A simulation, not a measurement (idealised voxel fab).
Process module, titled voxel gate over fins
Cross-sectional view cut (width: 190 nm; square cell size: 5 nm).
In what follows, cross-sections appear as grids of square cells, described through bands that run from the top down, where every band is one or more rows of cells. The entry gives the band's vertical extent as a top height and a bottom height in nm, then its horizontal make-up as materials from left to right, each with a width in nm. "empty" stands for empty space; a single material marked "throughout" fills the band edge to edge. It should be noted that heights are counted from 0, beneath which the wafer as supplied is of one material throughout, and that the lowest band possesses no lower boundary but continues downward, as written in "z 0 and below". Width spec "30..40" -> top row of cells at first value, bottom row at second value, equal per-row change in between. What does "nothing changed" mean for a step? It means no cell of the cross-section changed in that step. "Enclosed void inventory" means: voids of 8 cells or more that are shut off from the top with no open way through. Written width x height at distance, distance from the left edge, in nm. What comes after the settings on a step's line is commentary from the simulator itself on that step. overlay nm: where the mask lay relative to plan, measured to the right, on steps with a mask; negatives go left.
[Steps planned for the process]
step 1: RECEIVE with material Si
step 2: CONFORMAL_DEP with material SiN, thk nm 10
step 3: MASKED_ETCH with tone cover, mask id FINS, width nm 15, pitch nm 50, etch materials SiN, depth nm 10, overlay nm 0
step 4: MASKED_ETCH with tone cover, mask id FINS, width nm 15, pitch nm 50, etch materials Si, depth nm 35, overlay nm 0
step 5: OXIDIZE with depth nm 5
step 6: FILL_DEP with material SiO2, thk nm 15
step 7: CMP with height nm 10
step 8: PATTERN with tone open, mask id RAIL, material resist, width nm 15, thk nm 15, overlay nm 0
step 9: DIRECTIONAL_ETCH with etch materials SiO2, depth nm 40
step 10: STRIP with etch materials resist
step 11: CONFORMAL_DEP with material TiN, thk nm 5
step 12: FILL_DEP with material Ru, thk nm 10
step 13: CMP with height nm 10
step 14: SELECTIVE_ETCH with etch materials W Ru TiN, depth nm 30
step 15: FILL_DEP with material SiO2, thk nm 5
step 16: CMP with height nm 10
step 17: SELECTIVE_ETCH with etch materials SiO2, depth nm 25
step 18: STRIP with etch materials SiN
step 19: CONFORMAL_DEP with material HfO2, thk nm 5
step 20: CONFORMAL_DEP with material TiN, thk nm 5
step 21: CONFORMAL_DEP with material TiAl, thk nm 5
step 22: CONFORMAL_DEP with material TiN, thk nm 5
step 23: FILL_DEP with material W, thk nm 10
step 24: CMP with height nm 25
step 25: CONFORMAL_DEP with material SiN, thk nm 5
[First wafer of two (run as planned)]
[Incoming wafer in cross-section (state: after step 1)]
	z 0 and below  Si throughout
	Enclosed void inventory: none
[Wafer after step 2 (cross-section)]
	z 10 to 0  SiN throughout
	For the remainder of the cross-section, below 0, there is no change.
[Wafer after step 3 (cross-section)]
	z 10 to 0  empty (60) / SiN (15) / empty (35) / SiN (15) / empty (65)
	For the remainder of the cross-section, below 0, there is no change.
[Wafer after step 4 (cross-section)]
	z 10 to 0  empty (60) / SiN (15) / empty (35) / SiN (15) / empty (65)
	z 0 to -35  empty (60) / Si (15) / empty (35) / Si (15) / empty (65)
	For the remainder of the cross-section, below -35, there is no change.
[Wafer after step 5 (cross-section)]
	z 10 to 0  empty (60) / SiN (15) / empty (35) / SiN (15) / empty (65)
	z 0 to -35  empty (60) / SiO2 (5) / Si (5) / SiO2 (5) / empty (35) / SiO2 (5) / Si (5) / SiO2 (5) / empty (65)
	z -35 to -40  SiO2 (65) / Si (5) / SiO2 (45) / Si (5) / SiO2 (70)
	For the remainder of the cross-section, below -40, there is no change.
[Wafer after step 6 (cross-section)]
	z 25 to 10  SiO2 throughout
	z 10 to 0  SiO2 (60) / SiN (15) / SiO2 (35) / SiN (15) / SiO2 (65)
	z 0 to -40  SiO2 (65) / Si (5) / SiO2 (45) / Si (5) / SiO2 (70)
	For the remainder of the cross-section, below -40, there is no change.
[Wafer after step 7 (cross-section)]
	z 10 to 0  SiO2 (60) / SiN (15) / SiO2 (35) / SiN (15) / SiO2 (65)
	For the remainder of the cross-section, below 0, there is no change.
[Wafer after step 8 (cross-section)]
	z 25 to 10  resist (85) / empty (15) / resist (90)
	For the remainder of the cross-section, below 10, there is no change.
[Wafer after step 9 (cross-section)]
	z 25 to 10  resist (85) / empty (15) / resist (90)
	z 10 to 0  SiO2 (60) / SiN (15) / SiO2 (10) / empty (15) / SiO2 (10) / SiN (15) / SiO2 (65)
	z 0 to -30  SiO2 (65) / Si (5) / SiO2 (15) / empty (15) / SiO2 (15) / Si (5) / SiO2 (70)
	For the remainder of the cross-section, below -30, there is no change.
[Wafer after step 10 (cross-section)]
	z 10 to 0  SiO2 (60) / SiN (15) / SiO2 (10) / empty (15) / SiO2 (10) / SiN (15) / SiO2 (65)
	For the remainder of the cross-section, below 0, there is no change.
[Wafer after step 11 (cross-section)]
	z 15 to 10  TiN (90) / empty (5) / TiN (95)
	z 10 to 0  SiO2 (60) / SiN (15) / SiO2 (10) / TiN (5) / empty (5) / TiN (5) / SiO2 (10) / SiN (15) / SiO2 (65)
	z 0 to -25  SiO2 (65) / Si (5) / SiO2 (15) / TiN (5) / empty (5) / TiN (5) / SiO2 (15) / Si (5) / SiO2 (70)
	z -25 to -30  SiO2 (65) / Si (5) / SiO2 (15) / TiN (15) / SiO2 (15) / Si (5) / SiO2 (70)
	For the remainder of the cross-section, below -30, there is no change.
[Wafer after step 12 (cross-section)]
	z 25 to 15  Ru throughout
	z 15 to 10  TiN (90) / Ru (5) / TiN (95)
	z 10 to 0  SiO2 (60) / SiN (15) / SiO2 (10) / TiN (5) / Ru (5) / TiN (5) / SiO2 (10) / SiN (15) / SiO2 (65)
	z 0 to -25  SiO2 (65) / Si (5) / SiO2 (15) / TiN (5) / Ru (5) / TiN (5) / SiO2 (15) / Si (5) / SiO2 (70)
	For the remainder of the cross-section, below -25, there is no change.
[Wafer after step 13 (cross-section)]
	z 10 to 0  SiO2 (60) / SiN (15) / SiO2 (10) / TiN (5) / Ru (5) / TiN (5) / SiO2 (10) / SiN (15) / SiO2 (65)
	For the remainder of the cross-section, below 0, there is no change.
[Wafer after step 14 (cross-section)]
	z 10 to 0  SiO2 (60) / SiN (15) / SiO2 (10) / empty (15) / SiO2 (10) / SiN (15) / SiO2 (65)
	z 0 to -20  SiO2 (65) / Si (5) / SiO2 (15) / empty (15) / SiO2 (15) / Si (5) / SiO2 (70)
	For the remainder of the cross-section, below -20, there is no change.
[Wafer after step 15 (cross-section)]
	z 15 to 10  SiO2 throughout
	z 10 to 0  SiO2 (60) / SiN (15) / SiO2 (35) / SiN (15) / SiO2 (65)
	z 0 to -20  SiO2 (65) / Si (5) / SiO2 (45) / Si (5) / SiO2 (70)
	For the remainder of the cross-section, below -20, there is no change.
[Wafer after step 16 (cross-section)]
	z 10 to 0  SiO2 (60) / SiN (15) / SiO2 (35) / SiN (15) / SiO2 (65)
	For the remainder of the cross-section, below 0, there is no change.
[Wafer after step 17 (cross-section)]
	z 10 to 0  empty (60) / SiN (15) / empty (35) / SiN (15) / empty (65)
	z 0 to -15  empty (65) / Si (5) / empty (45) / Si (5) / empty (70)
	For the remainder of the cross-section, below -15, there is no change.
[Wafer after step 18 (cross-section)]
	z 0 to -15  empty (65) / Si (5) / empty (45) / Si (5) / empty (70)
	For the remainder of the cross-section, below -15, there is no change.
[Wafer after step 19 (cross-section)]
	z 5 to 0  empty (60) / HfO2 (15) / empty (35) / HfO2 (15) / empty (65)
	z 0 to -10  empty (60) / HfO2 (5) / Si (5) / HfO2 (5) / empty (35) / HfO2 (5) / Si (5) / HfO2 (5) / empty (65)
	z -10 to -15  HfO2 (65) / Si (5) / HfO2 (45) / Si (5) / HfO2 (70)
	For the remainder of the cross-section, below -15, there is no change.
[Wafer after step 20 (cross-section)]
	z 10 to 5  empty (55) / TiN (25) / empty (25) / TiN (25) / empty (60)
	z 5 to 0  empty (55) / TiN (5) / HfO2 (15) / TiN (5) / empty (25) / TiN (5) / HfO2 (15) / TiN (5) / empty (60)
	z 0 to -5  empty (55) / TiN (5) / HfO2 (5) / Si (5) / HfO2 (5) / TiN (5) / empty (25) / TiN (5) / HfO2 (5) / Si (5) / HfO2 (5) / TiN (5) / empty (60)
	z -5 to -10  TiN (60) / HfO2 (5) / Si (5) / HfO2 (5) / TiN (35) / HfO2 (5) / Si (5) / HfO2 (5) / TiN (65)
	For the remainder of the cross-section, below -10, there is no change.
[Wafer after step 21 (cross-section)]
	z 15 to 10  empty (50) / TiAl (35) / empty (15) / TiAl (35) / empty (55)
	z 10 to 5  empty (50) / TiAl (5) / TiN (25) / TiAl (5) / empty (15) / TiAl (5) / TiN (25) / TiAl (5) / empty (55)
	z 5 to 0  empty (50) / TiAl (5) / TiN (5) / HfO2 (15) / TiN (5) / TiAl (5) / empty (15) / TiAl (5) / TiN (5) / HfO2 (15) / TiN (5) / TiAl (5) / empty (55)
	z 0 to -5  TiAl (55) / TiN (5) / HfO2 (5) / Si (5) / HfO2 (5) / TiN (5) / TiAl (25) / TiN (5) / HfO2 (5) / Si (5) / HfO2 (5) / TiN (5) / TiAl (60)
	For the remainder of the cross-section, below -5, there is no change.
[Wafer after step 22 (cross-section)]
	z 20 to 15  empty (45) / TiN (45) / empty (5) / TiN (45) / empty (50)
	z 15 to 10  empty (45) / TiN (5) / TiAl (35) / TiN (5) / empty (5) / TiN (5) / TiAl (35) / TiN (5) / empty (50)
	z 10 to 5  empty (45) / TiN (5) / TiAl (5) / TiN (25) / TiAl (5) / TiN (5) / empty (5) / TiN (5) / TiAl (5) / TiN (25) / TiAl (5) / TiN (5) / empty (50)
	z 5 to 0  TiN (50) / TiAl (5) / TiN (5) / HfO2 (15) / TiN (5) / TiAl (5) / TiN (15) / TiAl (5) / TiN (5) / HfO2 (15) / TiN (5) / TiAl (5) / TiN (55)
	For the remainder of the cross-section, below 0, there is no change.
[Wafer after step 23 (cross-section)]
	z 30 to 20  W throughout
	z 20 to 15  W (45) / TiN (45) / W (5) / TiN (45) / W (50)
	z 15 to 10  W (45) / TiN (5) / TiAl (35) / TiN (5) / W (5) / TiN (5) / TiAl (35) / TiN (5) / W (50)
	z 10 to 5  W (45) / TiN (5) / TiAl (5) / TiN (25) / TiAl (5) / TiN (5) / W (5) / TiN (5) / TiAl (5) / TiN (25) / TiAl (5) / TiN (5) / W (50)
	For the remainder of the cross-section, below 5, there is no change.
[Wafer after step 24 (cross-section)]
	z 25 to 20  W throughout
	For the remainder of the cross-section, below 20, there is no change.
[Wafer after step 25 (cross-section)]
	z 30 to 25  SiN throughout
	For the remainder of the cross-section, below 25, there is no change.
[Wafer two: like wafer one in start and plan, but with one mistake in execution; identical up to and including step 2]
[X-section, second wafer, when step 3 was due to finish]
	z 10 to 0  SiN (60) / empty (15) / SiN (35) / empty (15) / SiN (65)
	For the remainder of the cross-section, below 0, there is no change.
X-section, second wafer, when step 4 was due to finish: nothing changed
[X-section, second wafer, when step 5 was due to finish]
	z 10 to 0  SiN (60) / empty (15) / SiN (35) / empty (15) / SiN (65)
	z 0 to -5  Si (55) / SiO2 (25) / Si (25) / SiO2 (25) / Si (60)
	For the remainder of the cross-section, below -5, there is no change.
[X-section, second wafer, when step 6 was due to finish]
	z 25 to 10  SiO2 throughout
	z 10 to 0  SiN (60) / SiO2 (15) / SiN (35) / SiO2 (15) / SiN (65)
	For the remainder of the cross-section, below 0, there is no change.
[X-section, second wafer, when step 7 was due to finish]
	z 10 to 0  SiN (60) / SiO2 (15) / SiN (35) / SiO2 (15) / SiN (65)
	For the remainder of the cross-section, below 0, there is no change.
[X-section, second wafer, when step 8 was due to finish]
	z 25 to 10  resist (85) / empty (15) / resist (90)
	For the remainder of the cross-section, below 10, there is no change.
X-section, second wafer, when step 9 was due to finish: nothing changed
[X-section, second wafer, when step 10 was due to finish]
	z 10 to 0  SiN (60) / SiO2 (15) / SiN (35) / SiO2 (15) / SiN (65)
	For the remainder of the cross-section, below 0, there is no change.
[X-section, second wafer, when step 11 was due to finish]
	z 15 to 10  TiN throughout
	For the remainder of the cross-section, below 10, there is no change.
[X-section, second wafer, when step 12 was due to finish]
	z 25 to 15  Ru throughout
	For the remainder of the cross-section, below 15, there is no change.
[X-section, second wafer, when step 13 was due to finish]
	z 10 to 0  SiN (60) / SiO2 (15) / SiN (35) / SiO2 (15) / SiN (65)
	For the remainder of the cross-section, below 0, there is no change.
X-section, second wafer, when step 14 was due to finish: nothing changed
[X-section, second wafer, when step 15 was due to finish]
	z 15 to 10  SiO2 throughout
	For the remainder of the cross-section, below 10, there is no change.
[X-section, second wafer, when step 16 was due to finish]
	z 10 to 0  SiN (60) / SiO2 (15) / SiN (35) / SiO2 (15) / SiN (65)
	For the remainder of the cross-section, below 0, there is no change.
[X-section, second wafer, when step 17 was due to finish]
	z 10 to 0  SiN (60) / empty (15) / SiN (35) / empty (15) / SiN (65)
	z 0 to -5  Si (55) / empty (25) / Si (25) / empty (25) / Si (60)
	For the remainder of the cross-section, below -5, there is no change.
[X-section, second wafer, when step 18 was due to finish]
	z 0 to -5  Si (55) / empty (25) / Si (25) / empty (25) / Si (60)
	For the remainder of the cross-section, below -5, there is no change.
[X-section, second wafer, when step 19 was due to finish]
	z 5 to 0  HfO2 (60) / empty (15) / HfO2 (35) / empty (15) / HfO2 (65)
	z 0 to -5  Si (55) / HfO2 (25) / Si (25) / HfO2 (25) / Si (60)
	For the remainder of the cross-section, below -5, there is no change.
[X-section, second wafer, when step 20 was due to finish]
	z 10 to 5  TiN (65) / empty (5) / TiN (45) / empty (5) / TiN (70)
	z 5 to 0  HfO2 (60) / TiN (15) / HfO2 (35) / TiN (15) / HfO2 (65)
	For the remainder of the cross-section, below 0, there is no change.
[X-section, second wafer, when step 21 was due to finish]
	z 15 to 10  TiAl throughout
	z 10 to 5  TiN (65) / TiAl (5) / TiN (45) / TiAl (5) / TiN (70)
	For the remainder of the cross-section, below 5, there is no change.
[X-section, second wafer, when step 22 was due to finish]
	z 20 to 15  TiN throughout
	For the remainder of the cross-section, below 15, there is no change.
[X-section, second wafer, when step 23 was due to finish]
	z 30 to 20  W throughout
	For the remainder of the cross-section, below 20, there is no change.
[X-section, second wafer, when step 24 was due to finish]
	z 25 to 20  W throughout
	For the remainder of the cross-section, below 20, there is no change.
[X-section, second wafer, when step 25 was due to finish]
	z 30 to 25  SiN throughout
	For the remainder of the cross-section, below 25, there is no change.
What was done differently from what was planned? step 3 off recipe, ran as MASKED_ETCH with tone open, mask id FINS, width nm 15, pitch nm 50, etch materials SiN, depth nm 10, overlay nm 0
FYI, end of process, the second wafer has more or fewer cells of some materials than the first: HfO2: 8 fewer | Ru: 1 fewer | Si: 278 more | SiO2: 174 fewer | TiAl: 10 fewer | TiN: 25 fewer | W: 60 fewer
